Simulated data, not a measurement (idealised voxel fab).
process module | voxel trench capacitor
cross-section cut | 165 nm wide | cells 5 nm
A cross-section is a grid of square cells, given in bands from the top down. A band is one or more rows of cells.
Each band's line starts with the height of the band's top and of its bottom, in nm. Then come its materials from left to right, each with its width in nm. One material with "throughout" fills the band from edge to edge. "air" is empty space.
Height 0 is the level under which the wafer as received is all one material. The lowest band goes on downwards, as in "0 down".
A width such as "30 to 40" changes by the same amount from each row of cells to the next, from the band's top row to its bottom row.
"no change" after a step means that no cell of the cross-section changed.
closed voids: empty space of 8 cells or more with no open way to the top, each as width x height at its distance from the left edge, in nm
after a step's settings: what the simulator itself notes on the step
overlay nm, on a step with a mask: how far to the right of its planned place the mask lay; to the left if negative
plan
1 op RECEIVE | material Si
2 op CONFORMAL_DEP | material SiN | thk nm 10
3 op MASKED_ETCH | tone open | mask id TRENCH | width nm 30 | pitch nm 60 | etch materials SiN | depth nm 10 | overlay nm 0
4 op MASKED_ETCH | tone open | mask id TRENCH | width nm 30 | pitch nm 60 | etch materials Si | depth nm 35 | overlay nm 0
5 op CONFORMAL_DEP | material Al2O3 | thk nm 5
6 op CONFORMAL_DEP | material TiN | thk nm 5
7 op FILL_DEP | material W | thk nm 10
8 op CMP | height nm 10
as received, after step 1
  0 down: Si throughout
  closed voids: none
first wafer at the end, as planned
  10 to 0: SiN 35 | Al2O3 5 | TiN 5 | W 10 | TiN 5 | Al2O3 5 | SiN 30 | Al2O3 5 | TiN 5 | W 10 | TiN 5 | Al2O3 5 | SiN 40
  0 to -25: Si 35 | Al2O3 5 | TiN 5 | W 10 | TiN 5 | Al2O3 5 | Si 30 | Al2O3 5 | TiN 5 | W 10 | TiN 5 | Al2O3 5 | Si 40
  -25 to -30: Si 35 | Al2O3 5 | TiN 20 | Al2O3 5 | Si 30 | Al2O3 5 | TiN 20 | Al2O3 5 | Si 40
  -30 to -35: Si 35 | Al2O3 30 | Si 30 | Al2O3 30 | Si 40
  -35 down: Si throughout
  closed voids: none
second wafer at the end: like start, like plan, one mistake
  10 to 0: SiN 40 | TiN 5 | W 10 | TiN 5 | SiN 40 | TiN 5 | W 10 | TiN 5 | SiN 45
  0 to -25: Si 35 | SiN 5 | TiN 5 | W 10 | TiN 5 | SiN 5 | Si 30 | SiN 5 | TiN 5 | W 10 | TiN 5 | SiN 5 | Si 40
  -25 to -30: Si 35 | SiN 5 | TiN 20 | SiN 5 | Si 30 | SiN 5 | TiN 20 | SiN 5 | Si 40
  -30 to -35: Si 35 | SiN 30 | Si 30 | SiN 30 | Si 40
  -35 down: Si throughout
  closed voids: none
what went wrong: step 5 ran as: op CONFORMAL_DEP | material SiN | thk nm 5
at the end the second wafer has, in cells: 44 fewer of Al2O3 | 44 more of SiN
